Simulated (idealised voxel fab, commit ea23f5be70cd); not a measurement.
Title: Process Module voxel gate over fins
Cross-sectional view cut (width: 300 nm; square cell size: 5 nm).
How to read a cross-section here: the picture is a grid of square cells, written as bands going from the top down, and any band can span one or more rows of cells. Heads up on the band format: heights come first, top then bottom, in nm. After that it's the materials left to right, each with its width in nm. A single material flagged "everywhere" fills the whole band edge to edge, and "blank" means there's empty space there. Counting heights begins at 0, where everything beneath is, in the wafer as received, one material. The lowest band has no bottom; it goes on downwards, as "0 down" shows. Width spec "30..40" -> top row of cells at first value, bottom row at second value, equal per-row change in between. What does "no change occurred" mean for a step? It means no cell of the cross-section changed in that step. Basically, "Closed void listing" tells you about the enclosed voids: empty spaces with no open way to the top, 8 cells or bigger, each written width x height at distance, where distance is from the left edge, all in nm. The remark found on a step's line after its settings is issued by the simulator itself and pertains to that step. overlay nm: step with mask; distance mask lay right of planned place; negative value = left of planned place.
## Intended process steps
| 1 | RECEIVE,material Si |
| 2 | CONFORMAL_DEP,material SiN,thk nm 5 |
| 3 | MASKED_ETCH,tone cover,mask id FINS,width nm 15,pitch nm 45,etch materials SiN,depth nm 5,overlay nm 0 |
| 4 | MASKED_ETCH,tone cover,mask id FINS,width nm 15,pitch nm 45,etch materials Si,depth nm 35,overlay nm 0 |
| 5 | FILL_DEP,material SiO2,thk nm 5 |
| 6 | CMP,height nm 5 |
| 7 | SELECTIVE_ETCH,etch materials SiO2,depth nm 20 |
| 8 | STRIP,etch materials SiN |
| 9 | CONFORMAL_DEP,material HfO2,thk nm 5 |
| 10 | CONFORMAL_DEP,material TiN,thk nm 5 |
| 11 | CONFORMAL_DEP,material TiAl,thk nm 5 |
| 12 | CONFORMAL_DEP,material TiN,thk nm 5 |
| 13 | FILL_DEP,material W,thk nm 10 |
| 14 | CMP,height nm 25 |
| 15 | CONFORMAL_DEP,material SiCN,thk nm 5 |
## Wafer cross-section on receipt, i.e. after step 1
0 down | Si everywhere
Closed void listing: none
## Module complete - cross-section of the first of two wafers, run according to plan
30 to 25 | SiCN everywhere
25 to 20 | W everywhere
20 to 15 | W 100 nm | TiN 100 nm | W 100 nm
15 to 10 | W 100 nm | TiN 5 nm | TiAl 90 nm | TiN 5 nm | W 100 nm
10 to 5 | W 100 nm | TiN 5 nm | TiAl 5 nm | TiN 35 nm | TiAl 10 nm | TiN 35 nm | TiAl 5 nm | TiN 5 nm | W 100 nm
5 to 0 | TiN 105 nm | TiAl 5 nm | TiN 5 nm | HfO2 25 nm | TiN 5 nm | TiAl 10 nm | TiN 5 nm | HfO2 25 nm | TiN 5 nm | TiAl 5 nm | TiN 105 nm
0 to -5 | TiAl 110 nm | TiN 5 nm | HfO2 5 nm | Si 15 nm | HfO2 5 nm | TiN 5 nm | TiAl 10 nm | TiN 5 nm | HfO2 5 nm | Si 15 nm | HfO2 5 nm | TiN 5 nm | TiAl 110 nm
-5 to -10 | TiN 115 nm | HfO2 5 nm | Si 15 nm | HfO2 5 nm | TiN 20 nm | HfO2 5 nm | Si 15 nm | HfO2 5 nm | TiN 115 nm
-10 to -15 | HfO2 120 nm | Si 15 nm | HfO2 30 nm | Si 15 nm | HfO2 120 nm
-15 to -35 | SiO2 120 nm | Si 15 nm | SiO2 30 nm | Si 15 nm | SiO2 120 nm
-35 down | Si everywhere
Closed void listing: none
## Wafer two (of two), end-of-module cross-section: start = wafer one, plan = wafer one, one run mistake
30 to 25 | SiCN everywhere
25 to 20 | TiN everywhere
20 to 15 | TiAl everywhere
15 to 10 | TiN everywhere
10 to 5 | HfO2 125 nm | TiN 5 nm | HfO2 40 nm | TiN 5 nm | HfO2 125 nm
5 to 0 | W 120 nm | HfO2 15 nm | W 30 nm | HfO2 15 nm | W 120 nm
0 to -35 | W 120 nm | Si 15 nm | W 30 nm | Si 15 nm | W 120 nm
-35 down | Si everywhere
Closed void listing: none
Short version of what went wrong: note that step 5 departed from the planned setting and was carried out as FILL_DEP,material W,thk nm 5
FYI, end of process, the second wafer has more or fewer cells of some materials than the first: 8 fewer of HfO2; 216 fewer of SiO2; 12 fewer of TiAl; 16 fewer of TiN; 252 more of W
